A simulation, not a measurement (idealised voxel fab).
Name of the process module below: voxel tone inversion
The cross-section shown here is cut; it is 170 nm wide and divided into square cells measuring 5 nm on a side.
Each cross-section below is a grid of square cells, stated as bands in top-down order, with one or more rows of cells making up each band. Each band's line starts with the height of the band's top and of its bottom, in nm. Then come its materials from left to right, each with its width in nm. One material with "all across" fills the band from edge to edge. "air" is empty space. Height datum 0, below which the as-received substrate wafer is one material. Lowest band open at the bottom, running downward: "0 and below". So if you see something like "30 to 40" for the width, read it as the top row of the band sitting at the first number and the bottom row at the second, with every row in between moving by the same amount as the last. It should be understood that the words "remains unaltered", when stated for a given step, signify that the cross-section underwent no change in any of its cells during that step. "Sealed-off cavities" means: voids of 8 cells or more that are shut off from the top with no open way through. Written width x height at distance, distance from the left edge, in nm. If you see something after the settings on a step's line, that's the simulator's own remark about that step. Steps that use a mask can have "overlay nm" on their line. It says how far the mask sat to the right of where it was meant to be. Negative means to the left. What follows is a series of pairs. Each pair shows a cross-section before one process step and the cross-section after it, and the after view is drawn only down to the lowest band that changed. Beneath each pair is the step that lies between the two, with its settings. Pairs may come from different runs of this module on the same starting wafer, so a pair continues from the one above it only where its entry headed "Before the step" says so.
[Before the step]
  0 and below: Si all across
  Sealed-off cavities: none
[Post-Step Cross-Section]
  10 down to 0: SiN all across
  Nothing below the height 0 has changed.
  Sealed-off cavities: none
the step between: CONFORMAL_DEP with material SiN, thk nm 10
Before the step: starting point is the after cross-section of the pair just above.
[Post-Step Cross-Section]
  35 down to 10: aC all across
  Nothing below the height 10 has changed.
  Sealed-off cavities: none
the step between: DIRECTIONAL_DEP with material aC, thk nm 25
Before the step: starting point is the after cross-section of the pair just above.
[Post-Step Cross-Section]
  65 down to 35: 30 nm air; 25 nm resist; 15 nm air; 25 nm resist; 15 nm air; 25 nm resist; 35 nm air
  Nothing below the height 35 has changed.
  Sealed-off cavities: none
the step between: PATTERN with tone cover, mask id POSTS, material resist, width nm 25, pitch nm 40, thk nm 30, overlay nm 0
Before the step: starting point is the after cross-section of the pair just above.
[Post-Step Cross-Section]
  40 down to 35: 30 nm air; 25 nm resist; 15 nm air; 25 nm resist; 15 nm air; 25 nm resist; 35 nm air
  35 down to 10: 30 nm air; 25 nm aC; 15 nm air; 25 nm aC; 15 nm air; 25 nm aC; 35 nm air
  Nothing below the height 10 has changed.
  Sealed-off cavities: none
the step between: DIRECTIONAL_ETCH with etch materials aC, depth nm 25
Before the step: starting point is the after cross-section of the pair just above.
[Post-Step Cross-Section]
  35 down to 10: 30 nm air; 25 nm aC; 15 nm air; 25 nm aC; 15 nm air; 25 nm aC; 35 nm air
  Nothing below the height 10 has changed.
  Sealed-off cavities: none
the step between: STRIP with etch materials resist
Before the step: starting point is the after cross-section of the pair just above.
[Post-Step Cross-Section]
  45 down to 35: lowk all across
  35 down to 10: 30 nm lowk; 25 nm aC; 15 nm lowk; 25 nm aC; 15 nm lowk; 25 nm aC; 35 nm lowk
  Nothing below the height 10 has changed.
  Sealed-off cavities: none
the step between: FILL_DEP with material lowk, thk nm 10
Before the step: starting point is the after cross-section of the pair just above.
[Post-Step Cross-Section]
  35 down to 10: 30 nm lowk; 25 nm aC; 15 nm lowk; 25 nm aC; 15 nm lowk; 25 nm aC; 35 nm lowk
  Nothing below the height 10 has changed.
  Sealed-off cavities: none
the step between: CMP with height nm 35
Before the step: starting point is the after cross-section of the pair just above.
[Post-Step Cross-Section]
  35 down to 10: 30 nm lowk; 25 nm air; 15 nm lowk; 25 nm air; 15 nm lowk; 25 nm air; 35 nm lowk
  Nothing below the height 10 has changed.
  Sealed-off cavities: none
the step between: STRIP with etch materials aC
Before the step: starting point is the after cross-section of the pair just above.
[Post-Step Cross-Section]
  40 down to 35: 35 nm TiN; 15 nm air; 25 nm TiN; 15 nm air; 25 nm TiN; 15 nm air; 40 nm TiN
  35 down to 15: 30 nm lowk; 5 nm TiN; 15 nm air; 5 nm TiN; 15 nm lowk; 5 nm TiN; 15 nm air; 5 nm TiN; 15 nm lowk; 5 nm TiN; 15 nm air; 5 nm TiN; 35 nm lowk
  15 down to 10: 30 nm lowk; 25 nm TiN; 15 nm lowk; 25 nm TiN; 15 nm lowk; 25 nm TiN; 35 nm lowk
  Nothing below the height 10 has changed.
  Sealed-off cavities: none
the step between: CONFORMAL_DEP with material TiN, thk nm 5
Before the step: starting point is the after cross-section of the pair just above.
[Post-Step Cross-Section]
  50 down to 40: Ru all across
  40 down to 35: 35 nm TiN; 15 nm Ru; 25 nm TiN; 15 nm Ru; 25 nm TiN; 15 nm Ru; 40 nm TiN
  35 down to 15: 30 nm lowk; 5 nm TiN; 15 nm Ru; 5 nm TiN; 15 nm lowk; 5 nm TiN; 15 nm Ru; 5 nm TiN; 15 nm lowk; 5 nm TiN; 15 nm Ru; 5 nm TiN; 35 nm lowk
  Nothing below the height 15 has changed.
  Sealed-off cavities: none
the step between: FILL_DEP with material Ru, thk nm 10
Before the step: starting point is the after cross-section of the pair just above.
[Post-Step Cross-Section]
  35 down to 15: 30 nm lowk; 5 nm TiN; 15 nm Ru; 5 nm TiN; 15 nm lowk; 5 nm TiN; 15 nm Ru; 5 nm TiN; 15 nm lowk; 5 nm TiN; 15 nm Ru; 5 nm TiN; 35 nm lowk
  Nothing below the height 15 has changed.
  Sealed-off cavities: none
the step between: CMP with height nm 35
Before the step: starting point is the after cross-section of the pair just above.
[Post-Step Cross-Section]
  40 down to 35: SiCN all across
  Nothing below the height 35 has changed.
  Sealed-off cavities: none
the step between: CONFORMAL_DEP with material SiCN, thk nm 5
[Before the step]
  50 down to 40: Ru all across
  40 down to 35: 35 nm TiN; 15 nm Ru; 25 nm TiN; 15 nm Ru; 25 nm TiN; 15 nm Ru; 40 nm TiN
  35 down to 15: 30 nm lowk; 5 nm TiN; 15 nm Ru; 5 nm TiN; 15 nm lowk; 5 nm TiN; 15 nm Ru; 5 nm TiN; 15 nm lowk; 5 nm TiN; 15 nm Ru; 5 nm TiN; 35 nm lowk
  15 down to 10: 30 nm lowk; 25 nm TiN; 15 nm lowk; 25 nm TiN; 15 nm lowk; 25 nm TiN; 35 nm lowk
  10 down to 0: SiN all across
  0 and below: Si all across
  Sealed-off cavities: none
[Post-Step Cross-Section]
  55 down to 50: SiCN all across
  Nothing below the height 50 has changed.
  Sealed-off cavities: none
the step between: CONFORMAL_DEP with material SiCN, thk nm 5
[Before the step]
  50 down to 40: Ru all across
  40 down to 35: 35 nm TiN; 15 nm Ru; 25 nm TiN; 15 nm Ru; 25 nm TiN; 15 nm Ru; 40 nm TiN
  35 down to 15: 30 nm lowk; 5 nm TiN; 15 nm Ru; 5 nm TiN; 15 nm lowk; 5 nm TiN; 15 nm Ru; 5 nm TiN; 15 nm lowk; 5 nm TiN; 15 nm Ru; 5 nm TiN; 35 nm lowk
  15 down to 10: 30 nm lowk; 25 nm TiN; 15 nm lowk; 25 nm TiN; 15 nm lowk; 25 nm TiN; 35 nm lowk
  10 down to 0: SiN all across
  0 and below: Si all across
  Sealed-off cavities: none
[Post-Step Cross-Section]
  60 down to 40: Ru all across
  Nothing below the height 40 has changed.
  Sealed-off cavities: none
the step between: FILL_DEP with material Ru, thk nm 10
Before the step: starting point is the after cross-section of the pair just above.
[Post-Step Cross-Section]
  35 down to 15: 30 nm lowk; 5 nm TiN; 15 nm Ru; 5 nm TiN; 15 nm lowk; 5 nm TiN; 15 nm Ru; 5 nm TiN; 15 nm lowk; 5 nm TiN; 15 nm Ru; 5 nm TiN; 35 nm lowk
  Nothing below the height 15 has changed.
  Sealed-off cavities: none
the step between: CMP with height nm 35
[Before the step]
  0 and below: Si all across
  Sealed-off cavities: none
[Post-Step Cross-Section]
  25 down to 0: aC all across
  Nothing below the height 0 has changed.
  Sealed-off cavities: none
the step between: DIRECTIONAL_DEP with material aC, thk nm 25
Before the step: starting point is the after cross-section of the pair just above.
[Post-Step Cross-Section]
  35 down to 25: SiN all across
  Nothing below the height 25 has changed.
  Sealed-off cavities: none
the step between: CONFORMAL_DEP with material SiN, thk nm 10
Before the step: starting point is the after cross-section of the pair just above.
[Post-Step Cross-Section]
  65 down to 35: 30 nm air; 25 nm resist; 15 nm air; 25 nm resist; 15 nm air; 25 nm resist; 35 nm air
  Nothing below the height 35 has changed.
  Sealed-off cavities: none
the step between: PATTERN with tone cover, mask id POSTS, material resist, width nm 25, pitch nm 40, thk nm 30, overlay nm 0
Before the step: starting point is the after cross-section of the pair just above.
[Post-Step Cross-Section]
  40 down to 35: 30 nm air; 25 nm resist; 15 nm air; 25 nm resist; 15 nm air; 25 nm resist; 35 nm air
  Nothing below the height 35 has changed.
  Sealed-off cavities: none
the step between: DIRECTIONAL_ETCH with etch materials aC, depth nm 25
Before the step: starting point is the after cross-section of the pair just above.
[Post-Step Cross-Section]
  35 down to 25: SiN all across
  Nothing below the height 25 has changed.
  Sealed-off cavities: none
the step between: STRIP with etch materials resist
Before the step: starting point is the after cross-section of the pair just above.
[Post-Step Cross-Section]
  45 down to 35: lowk all across
  Nothing below the height 35 has changed.
  Sealed-off cavities: none
the step between: FILL_DEP with material lowk, thk nm 10
Before the step: starting point is the after cross-section of the pair just above.
[Post-Step Cross-Section]
  35 down to 25: SiN all across
  Nothing below the height 25 has changed.
  Sealed-off cavities: none
the step between: CMP with height nm 35
Before the step: starting point is the after cross-section of the pair just above.
[Post-Step Cross-Section]
  40 down to 35: TiN all across
  Nothing below the height 35 has changed.
  Sealed-off cavities: none
the step between: CONFORMAL_DEP with material TiN, thk nm 5
Before the step: starting point is the after cross-section of the pair just above.
[Post-Step Cross-Section]
  50 down to 40: Ru all across
  Nothing below the height 40 has changed.
  Sealed-off cavities: none
the step between: FILL_DEP with material Ru, thk nm 10
Before the step: starting point is the after cross-section of the pair just above.
[Post-Step Cross-Section]
  35 down to 25: SiN all across
  Nothing below the height 25 has changed.
  Sealed-off cavities: none
the step between: CMP with height nm 35
Before the step: starting point is the after cross-section of the pair just above.
[Post-Step Cross-Section]
  40 down to 35: SiCN all across
  Nothing below the height 35 has changed.
  Sealed-off cavities: none
the step between: CONFORMAL_DEP with material SiCN, thk nm 5
[Before the step]
  35 down to 15: 30 nm lowk; 5 nm TiN; 15 nm Ru; 5 nm TiN; 15 nm lowk; 5 nm TiN; 15 nm Ru; 5 nm TiN; 15 nm lowk; 5 nm TiN; 15 nm Ru; 5 nm TiN; 35 nm lowk
  15 down to 10: 30 nm lowk; 25 nm TiN; 15 nm lowk; 25 nm TiN; 15 nm lowk; 25 nm TiN; 35 nm lowk
  10 down to 0: SiN all across
  0 and below: Si all across
  Sealed-off cavities: none
[Post-Step Cross-Section]
  50 down to 35: SiCN all across
  Nothing below the height 35 has changed.
  Sealed-off cavities: none
the step between: CONFORMAL_DEP with material SiCN, thk nm 15
[Before the step]
  35 down to 10: aC all across
  10 down to 0: SiN all across
  0 and below: Si all across
  Sealed-off cavities: none
[Post-Step Cross-Section]
  65 down to 35: 35 nm air; 20 nm resist; 20 nm air; 20 nm resist; 20 nm air; 20 nm resist; 35 nm air
  Nothing below the height 35 has changed.
  Sealed-off cavities: none
the step between: PATTERN with tone cover, mask id POSTS, material resist, width nm 20, pitch nm 40, thk nm 30, overlay nm 0
Before the step: starting point is the after cross-section of the pair just above.
[Post-Step Cross-Section]
  40 down to 35: 35 nm air; 20 nm resist; 20 nm air; 20 nm resist; 20 nm air; 20 nm resist; 35 nm air
  35 down to 10: 35 nm air; 20 nm aC; 20 nm air; 20 nm aC; 20 nm air; 20 nm aC; 35 nm air
  Nothing below the height 10 has changed.
  Sealed-off cavities: none
the step between: DIRECTIONAL_ETCH with etch materials aC, depth nm 25
Before the step: starting point is the after cross-section of the pair just above.
[Post-Step Cross-Section]
  35 down to 10: 35 nm air; 20 nm aC; 20 nm air; 20 nm aC; 20 nm air; 20 nm aC; 35 nm air
  Nothing below the height 10 has changed.
  Sealed-off cavities: none
the step between: STRIP with etch materials resist
Before the step: starting point is the after cross-section of the pair just above.
[Post-Step Cross-Section]
  45 down to 35: lowk all across
  35 down to 10: 35 nm lowk; 20 nm aC; 20 nm lowk; 20 nm aC; 20 nm lowk; 20 nm aC; 35 nm lowk
  Nothing below the height 10 has changed.
  Sealed-off cavities: none
the step between: FILL_DEP with material lowk, thk nm 10
Before the step: starting point is the after cross-section of the pair just above.
[Post-Step Cross-Section]
  35 down to 10: 35 nm lowk; 20 nm aC; 20 nm lowk; 20 nm aC; 20 nm lowk; 20 nm aC; 35 nm lowk
  Nothing below the height 10 has changed.
  Sealed-off cavities: none
the step between: CMP with height nm 35
Before the step: starting point is the after cross-section of the pair just above.
[Post-Step Cross-Section]
  35 down to 10: 35 nm lowk; 20 nm air; 20 nm lowk; 20 nm air; 20 nm lowk; 20 nm air; 35 nm lowk
  Nothing below the height 10 has changed.
  Sealed-off cavities: none
the step between: STRIP with etch materials aC
Before the step: starting point is the after cross-section of the pair just above.
[Post-Step Cross-Section]
  40 down to 35: 40 nm TiN; 10 nm air; 30 nm TiN; 10 nm air; 30 nm TiN; 10 nm air; 40 nm TiN
  35 down to 15: 35 nm lowk; 5 nm TiN; 10 nm air; 5 nm TiN; 20 nm lowk; 5 nm TiN; 10 nm air; 5 nm TiN; 20 nm lowk; 5 nm TiN; 10 nm air; 5 nm TiN; 35 nm lowk
  15 down to 10: 35 nm lowk; 20 nm TiN; 20 nm lowk; 20 nm TiN; 20 nm lowk; 20 nm TiN; 35 nm lowk
  Nothing below the height 10 has changed.
  Sealed-off cavities: none
the step between: CONFORMAL_DEP with material TiN, thk nm 5
Before the step: starting point is the after cross-section of the pair just above.
[Post-Step Cross-Section]
  50 down to 40: Ru all across
  40 down to 35: 40 nm TiN; 10 nm Ru; 30 nm TiN; 10 nm Ru; 30 nm TiN; 10 nm Ru; 40 nm TiN
  35 down to 15: 35 nm lowk; 5 nm TiN; 10 nm Ru; 5 nm TiN; 20 nm lowk; 5 nm TiN; 10 nm Ru; 5 nm TiN; 20 nm lowk; 5 nm TiN; 10 nm Ru; 5 nm TiN; 35 nm lowk
  Nothing below the height 15 has changed.
  Sealed-off cavities: none
the step between: FILL_DEP with material Ru, thk nm 10
Before the step: starting point is the after cross-section of the pair just above.
[Post-Step Cross-Section]
  35 down to 15: 35 nm lowk; 5 nm TiN; 10 nm Ru; 5 nm TiN; 20 nm lowk; 5 nm TiN; 10 nm Ru; 5 nm TiN; 20 nm lowk; 5 nm TiN; 10 nm Ru; 5 nm TiN; 35 nm lowk
  Nothing below the height 15 has changed.
  Sealed-off cavities: none
the step between: CMP with height nm 35
Before the step: starting point is the after cross-section of the pair just above.
[Post-Step Cross-Section]
  40 down to 35: SiCN all across
  Nothing below the height 35 has changed.
  Sealed-off cavities: none
the step between: CONFORMAL_DEP with material SiCN, thk nm 5
[Before the step]
  35 down to 10: aC all across
  10 down to 0: SiN all across
  0 and below: Si all across
  Sealed-off cavities: none
[Post-Step Cross-Section]
  65 down to 35: 20 nm air; 25 nm resist; 15 nm air; 25 nm resist; 15 nm air; 25 nm resist; 45 nm air
  Nothing below the height 35 has changed.
  Sealed-off cavities: none
the step between: PATTERN with tone cover, mask id POSTS, material resist, width nm 25, pitch nm 40, thk nm 30, overlay nm -10
Before the step: starting point is the after cross-section of the pair just above.
[Post-Step Cross-Section]
  40 down to 35: 20 nm air; 25 nm resist; 15 nm air; 25 nm resist; 15 nm air; 25 nm resist; 45 nm air
  35 down to 10: 20 nm air; 25 nm aC; 15 nm air; 25 nm aC; 15 nm air; 25 nm aC; 45 nm air
  Nothing below the height 10 has changed.
  Sealed-off cavities: none
the step between: DIRECTIONAL_ETCH with etch materials aC, depth nm 25
Before the step: starting point is the after cross-section of the pair just above.
[Post-Step Cross-Section]
  35 down to 10: 20 nm air; 25 nm aC; 15 nm air; 25 nm aC; 15 nm air; 25 nm aC; 45 nm air
  Nothing below the height 10 has changed.
  Sealed-off cavities: none
the step between: STRIP with etch materials resist
Before the step: starting point is the after cross-section of the pair just above.
[Post-Step Cross-Section]
  45 down to 35: lowk all across
  35 down to 10: 20 nm lowk; 25 nm aC; 15 nm lowk; 25 nm aC; 15 nm lowk; 25 nm aC; 45 nm lowk
  Nothing below the height 10 has changed.
  Sealed-off cavities: none
the step between: FILL_DEP with material lowk, thk nm 10
Before the step: starting point is the after cross-section of the pair just above.
[Post-Step Cross-Section]
  35 down to 10: 20 nm lowk; 25 nm aC; 15 nm lowk; 25 nm aC; 15 nm lowk; 25 nm aC; 45 nm lowk
  Nothing below the height 10 has changed.
  Sealed-off cavities: none
the step between: CMP with height nm 35
Before the step: starting point is the after cross-section of the pair just above.
[Post-Step Cross-Section]
  35 down to 10: 20 nm lowk; 25 nm air; 15 nm lowk; 25 nm air; 15 nm lowk; 25 nm air; 45 nm lowk
  Nothing below the height 10 has changed.
  Sealed-off cavities: none
the step between: STRIP with etch materials aC
Before the step: starting point is the after cross-section of the pair just above.
[Post-Step Cross-Section]
  40 down to 35: 25 nm TiN; 15 nm air; 25 nm TiN; 15 nm air; 25 nm TiN; 15 nm air; 50 nm TiN
  35 down to 15: 20 nm lowk; 5 nm TiN; 15 nm air; 5 nm TiN; 15 nm lowk; 5 nm TiN; 15 nm air; 5 nm TiN; 15 nm lowk; 5 nm TiN; 15 nm air; 5 nm TiN; 45 nm lowk
  15 down to 10: 20 nm lowk; 25 nm TiN; 15 nm lowk; 25 nm TiN; 15 nm lowk; 25 nm TiN; 45 nm lowk
  Nothing below the height 10 has changed.
  Sealed-off cavities: none
the step between: CONFORMAL_DEP with material TiN, thk nm 5
Before the step: starting point is the after cross-section of the pair just above.
[Post-Step Cross-Section]
  50 down to 40: Ru all across
  40 down to 35: 25 nm TiN; 15 nm Ru; 25 nm TiN; 15 nm Ru; 25 nm TiN; 15 nm Ru; 50 nm TiN
  35 down to 15: 20 nm lowk; 5 nm TiN; 15 nm Ru; 5 nm TiN; 15 nm lowk; 5 nm TiN; 15 nm Ru; 5 nm TiN; 15 nm lowk; 5 nm TiN; 15 nm Ru; 5 nm TiN; 45 nm lowk
  Nothing below the height 15 has changed.
  Sealed-off cavities: none
the step between: FILL_DEP with material Ru, thk nm 10
Before the step: starting point is the after cross-section of the pair just above.
[Post-Step Cross-Section]
  35 down to 15: 20 nm lowk; 5 nm TiN; 15 nm Ru; 5 nm TiN; 15 nm lowk; 5 nm TiN; 15 nm Ru; 5 nm TiN; 15 nm lowk; 5 nm TiN; 15 nm Ru; 5 nm TiN; 45 nm lowk
  Nothing below the height 15 has changed.
  Sealed-off cavities: none
the step between: CMP with height nm 35
Before the step: starting point is the after cross-section of the pair just above.
[Post-Step Cross-Section]
  40 down to 35: SiCN all across
  Nothing below the height 35 has changed.
  Sealed-off cavities: none
the step between: CONFORMAL_DEP with material SiCN, thk nm 5
[Before the step]
  40 down to 35: 35 nm TiN; 15 nm air; 25 nm TiN; 15 nm air; 25 nm TiN; 15 nm air; 40 nm TiN
  35 down to 15: 30 nm lowk; 5 nm TiN; 15 nm air; 5 nm TiN; 15 nm lowk; 5 nm TiN; 15 nm air; 5 nm TiN; 15 nm lowk; 5 nm TiN; 15 nm air; 5 nm TiN; 35 nm lowk
  15 down to 10: 30 nm lowk; 25 nm TiN; 15 nm lowk; 25 nm TiN; 15 nm lowk; 25 nm TiN; 35 nm lowk
  10 down to 0: SiN all across
  0 and below: Si all across
  Sealed-off cavities: none
[Post-Step Cross-Section]
  50 down to 40: SiN all across
  40 down to 35: 35 nm TiN; 15 nm SiN; 25 nm TiN; 15 nm SiN; 25 nm TiN; 15 nm SiN; 40 nm TiN
  35 down to 15: 30 nm lowk; 5 nm TiN; 15 nm SiN; 5 nm TiN; 15 nm lowk; 5 nm TiN; 15 nm SiN; 5 nm TiN; 15 nm lowk; 5 nm TiN; 15 nm SiN; 5 nm TiN; 35 nm lowk
  Nothing below the height 15 has changed.
  Sealed-off cavities: none
the step between: FILL_DEP with material SiN, thk nm 10
Before the step: starting point is the after cross-section of the pair just above.
[Post-Step Cross-Section]
  35 down to 15: 30 nm lowk; 5 nm TiN; 15 nm SiN; 5 nm TiN; 15 nm lowk; 5 nm TiN; 15 nm SiN; 5 nm TiN; 15 nm lowk; 5 nm TiN; 15 nm SiN; 5 nm TiN; 35 nm lowk
  Nothing below the height 15 has changed.
  Sealed-off cavities: none
the step between: CMP with height nm 35
Before the step: starting point is the after cross-section of the pair just above.
[Post-Step Cross-Section]
  40 down to 35: SiCN all across
  Nothing below the height 35 has changed.
  Sealed-off cavities: none
the step between: CONFORMAL_DEP with material SiCN, thk nm 5
[Before the step]
  35 down to 10: aC all across
  10 down to 0: SiN all across
  0 and below: Si all across
  Sealed-off cavities: none
[Post-Step Cross-Section]
  65 down to 35: 30 nm resist; 25 nm air; 15 nm resist; 25 nm air; 15 nm resist; 25 nm air; 35 nm resist
  Nothing below the height 35 has changed.
  Sealed-off cavities: none
the step between: PATTERN with tone open, mask id POSTS, material resist, width nm 25, pitch nm 40, thk nm 30, overlay nm 0
Before the step: starting point is the after cross-section of the pair just above.
[Post-Step Cross-Section]
  40 down to 35: 30 nm resist; 25 nm air; 15 nm resist; 25 nm air; 15 nm resist; 25 nm air; 35 nm resist
  35 down to 10: 30 nm aC; 25 nm air; 15 nm aC; 25 nm air; 15 nm aC; 25 nm air; 35 nm aC
  Nothing below the height 10 has changed.
  Sealed-off cavities: none
the step between: DIRECTIONAL_ETCH with etch materials aC, depth nm 25
Before the step: starting point is the after cross-section of the pair just above.
[Post-Step Cross-Section]
  35 down to 10: 30 nm aC; 25 nm air; 15 nm aC; 25 nm air; 15 nm aC; 25 nm air; 35 nm aC
  Nothing below the height 10 has changed.
  Sealed-off cavities: none
the step between: STRIP with etch materials resist
Before the step: starting point is the after cross-section of the pair just above.
[Post-Step Cross-Section]
  45 down to 35: lowk all across
  35 down to 10: 30 nm aC; 25 nm lowk; 15 nm aC; 25 nm lowk; 15 nm aC; 25 nm lowk; 35 nm aC
  Nothing below the height 10 has changed.
  Sealed-off cavities: none
the step between: FILL_DEP with material lowk, thk nm 10
Before the step: starting point is the after cross-section of the pair just above.
[Post-Step Cross-Section]
  35 down to 10: 30 nm aC; 25 nm lowk; 15 nm aC; 25 nm lowk; 15 nm aC; 25 nm lowk; 35 nm aC
  Nothing below the height 10 has changed.
  Sealed-off cavities: none
the step between: CMP with height nm 35
Before the step: starting point is the after cross-section of the pair just above.
[Post-Step Cross-Section]
  35 down to 10: 30 nm air; 25 nm lowk; 15 nm air; 25 nm lowk; 15 nm air; 25 nm lowk; 35 nm air
  Nothing below the height 10 has changed.
  Sealed-off cavities: none
the step between: STRIP with etch materials aC
Before the step: starting point is the after cross-section of the pair just above.
[Post-Step Cross-Section]
  40 down to 35: 25 nm air; 35 nm TiN; 5 nm air; 35 nm TiN; 5 nm air; 35 nm TiN; 30 nm air
  35 down to 15: 25 nm air; 5 nm TiN; 25 nm lowk; 5 nm TiN; 5 nm air; 5 nm TiN; 25 nm lowk; 5 nm TiN; 5 nm air; 5 nm TiN; 25 nm lowk; 5 nm TiN; 30 nm air
  15 down to 10: 30 nm TiN; 25 nm lowk; 15 nm TiN; 25 nm lowk; 15 nm TiN; 25 nm lowk; 35 nm TiN
  Nothing below the height 10 has changed.
  Sealed-off cavities: none
the step between: CONFORMAL_DEP with material TiN, thk nm 5
Before the step: starting point is the after cross-section of the pair just above.
[Post-Step Cross-Section]
  50 down to 40: Ru all across
  40 down to 35: 25 nm Ru; 35 nm TiN; 5 nm Ru; 35 nm TiN; 5 nm Ru; 35 nm TiN; 30 nm Ru
  35 down to 15: 25 nm Ru; 5 nm TiN; 25 nm lowk; 5 nm TiN; 5 nm Ru; 5 nm TiN; 25 nm lowk; 5 nm TiN; 5 nm Ru; 5 nm TiN; 25 nm lowk; 5 nm TiN; 30 nm Ru
  Nothing below the height 15 has changed.
  Sealed-off cavities: none
the step between: FILL_DEP with material Ru, thk nm 10
Before the step: starting point is the after cross-section of the pair just above.
[Post-Step Cross-Section]
  35 down to 15: 25 nm Ru; 5 nm TiN; 25 nm lowk; 5 nm TiN; 5 nm Ru; 5 nm TiN; 25 nm lowk; 5 nm TiN; 5 nm Ru; 5 nm TiN; 25 nm lowk; 5 nm TiN; 30 nm Ru
  Nothing below the height 15 has changed.
  Sealed-off cavities: none
the step between: CMP with height nm 35
Before the step: starting point is the after cross-section of the pair just above.
[Post-Step Cross-Section]
  40 down to 35: SiCN all across
  Nothing below the height 35 has changed.
  Sealed-off cavities: none
the step between: CONFORMAL_DEP with material SiCN, thk nm 5
